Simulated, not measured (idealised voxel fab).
Herein follows the process module entitled voxel self aligned vias.
Cross-section cut: width 170 nm, square cells of 5 nm.
A cross-section in this document is a grid of square cells, and it is written down as bands, the top band listed before the ones below it; a band is made up of one or more rows of cells. In this notation a band is specified by the heights of its top and bottom, in that order and in nm, after which its materials appear from left to right, each paired with its width in nm. The word "edge to edge" attached to a single material means that material fills the band from edge to edge; the word "blank" stands for empty space. Heights from 0 (as-received wafer is one material below). Bottom band endless downward, as "from 0 down". Top row gets the first number, bottom row gets the second, and each row in between changes by the same step: that is how a band width like "30..40" works. Take "remained the same" at face value: in the step it is given for, the cross-section changed in none of its cells. "Closed internal cavities": empty spaces of 8 cells or more with no open way to the top, each given as width x height at distance, distance from the left edge, all in nm. Text after the settings on a step's line: the simulator's own remark on that step. "overlay nm" on a masked step: distance the mask lay right of its planned place, negative for left.

**Process steps (planned)**
1: RECEIVE | material Si
2: CONFORMAL_DEP | material SiO2 | thk nm 15
3: CONFORMAL_DEP | material SiCN | thk nm 5
4: DIRECTIONAL_DEP | material SiO2 | thk nm 30
5: MASKED_ETCH | tone open | mask id LINES | width nm 30 | pitch nm 75 | etch materials SiO2 | depth nm 30 | overlay nm 0
6: CONFORMAL_DEP | material TiN | thk nm 5
7: FILL_DEP | material W | thk nm 5
8: CMP | height nm 50
9: SELECTIVE_ETCH | etch materials W Ru TiN | depth nm 10
10: FILL_DEP | material SiN | thk nm 5
11: CMP | height nm 50
12: DIRECTIONAL_DEP | material SiO2 | thk nm 20
13: PATTERN | tone open | mask id VIAS | material resist | width nm 50 | pitch nm 75 | thk nm 20 | overlay nm 0
14: DIRECTIONAL_ETCH | etch materials SiO2 | depth nm 20
15: DIRECTIONAL_ETCH | etch materials SiN | depth nm 10
16: STRIP | etch materials resist
17: CONFORMAL_DEP | material TiN | thk nm 5
18: FILL_DEP | material Cu | thk nm 5
19: CMP | height nm 70
20: CONFORMAL_DEP | material SiCN | thk nm 5

**As-received wafer cross-section (after step 1)**
	from 0 down | Si edge to edge
	Closed internal cavities: none

**One mistake in running the module, otherwise start and plan as above: cross-section at the end**
	from 75 to 70 | SiCN edge to edge
	from 70 to 55 | 20 SiO2; 5 TiN; 40 Cu; 5 TiN; 25 SiO2; 5 TiN; 40 Cu; 5 TiN; 25 SiO2
	from 55 to 45 | 20..30 SiO2; 15..5 TiN; 20 Cu; 15..5 TiN; 25..45 SiO2; 15..5 TiN; 20 Cu; 15..5 TiN; 25..35 SiO2
	from 45 to 40 | 30 SiO2; 30 TiN; 45 SiO2; 30 TiN; 35 SiO2
	from 40 to 25 | 30 SiO2; 5 TiN; 20 W; 5 TiN; 45 SiO2; 5 TiN; 20 W; 5 TiN; 35 SiO2
	from 25 to 20 | 30 SiO2; 30 TiN; 45 SiO2; 30 TiN; 35 SiO2
	from 20 to 5 | SiO2 edge to edge
	from 5 to 0 | SiCN edge to edge
	from 0 down | Si edge to edge
	Closed internal cavities: none
Deviation noted in wafer processing: sequence error: steps 2 and 3 interchanged
